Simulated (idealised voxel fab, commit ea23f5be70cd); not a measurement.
Herein follows the process module entitled voxel quadruple lines.
Each square cell in cross-section cut measures 5 nm, and the section as a whole is 280 nm wide.
A cross-section in this document is a grid of square cells, and it is written down as bands, the top band listed before the ones below it; a band is made up of one or more rows of cells. This entry defines a band. It first specifies the height of the band's top and the height of its bottom in nm, and then specifies the band's materials from left to right, stating each material with its width in nm. The word "all across" identifies a single material that fills the band from edge to edge, while the word "blank" identifies empty space. Zero point of the height axis is 0; under it, received wafer = one material. Lowest band: continues down indefinitely, "z 0 and below". Top row gets the first number, bottom row gets the second, and each row in between changes by the same step: that is how a band width like "30..40" works. The designation "remains unaltered", where it is given for a processing step, indicates that no cell of the cross-section was altered in the course of that step. Entry "Voids, fully enclosed". Content: empty spaces with no open connection to the top, size 8 cells or greater. Each: width x height at distance. Distance: from left edge. Unit: nm. Note: text after step settings on the step line = simulator remark on that step. overlay nm: right-of-plan distance of the mask on a masked step; negative values mean left-of-plan.
### The planned process steps are enumerated hereunder
| 1 | op RECEIVE | material Si |
| 2 | op CONFORMAL_DEP | material SiO2 | thk nm 5 |
| 3 | op DIRECTIONAL_DEP | material W | thk nm 15 |
| 4 | op DIRECTIONAL_DEP | material polySi | thk nm 20 |
| 5 | op DIRECTIONAL_DEP | material aC | thk nm 20 |
| 6 | op PATTERN | tone cover | mask id MANDREL | material resist | width nm 25 | thk nm 30 | overlay nm 0 |
| 7 | op DIRECTIONAL_ETCH | etch materials aC | depth nm 20 |
| 8 | op STRIP | etch materials resist |
| 9 | op CONFORMAL_DEP | material SiO2 | thk nm 15 |
| 10 | op DIRECTIONAL_ETCH | etch materials SiO2 | depth nm 15 |
| 11 | op STRIP | etch materials aC |
| 12 | op DIRECTIONAL_ETCH | etch materials polySi | depth nm 20 |
| 13 | op STRIP | etch materials SiO2 |
| 14 | op CONFORMAL_DEP | material SiCN | thk nm 5 |
| 15 | op DIRECTIONAL_ETCH | etch materials SiCN | depth nm 5 |
| 16 | op STRIP | etch materials polySi |
| 17 | op DIRECTIONAL_ETCH | etch materials W | depth nm 15 |
| 18 | op STRIP | etch materials SiCN |
### The cross-section here shows the wafer as received, i.e. in its state after step 1
  z 0 and below: Si all across
  Voids, fully enclosed: none
### The first of two wafers, cross-sectioned at the end of the module, with the run proceeding as planned
  z 20 to 5: 105 blank, then 5 W, then 15 blank, then 5 W, then 15 blank, then 5 W, then 15 blank, then 5 W, then 110 blank
  z 5 to 0: SiO2 all across
  z 0 and below: Si all across
  Voids, fully enclosed: none
### This is the second of the two wafers, cross-sectioned at the end of the module; it started exactly like the first and was given the same plan, but it was run with one mistake
  z 20 to 5: 110 blank, then 5 W, then 15 blank, then 5 W, then 10 blank, then 5 W, then 15 blank, then 5 W, then 110 blank
  z 5 to 0: SiO2 all across
  z 0 and below: Si all across
  Voids, fully enclosed: none
Want to know what went wrong? so step 6 ended up running with a different setting than we planned, it ran as op PATTERN | tone cover | mask id MANDREL | material resist | width nm 20 | thk nm 30 | overlay nm 0
Cell counts per material: same on both final wafers. Positions: different.
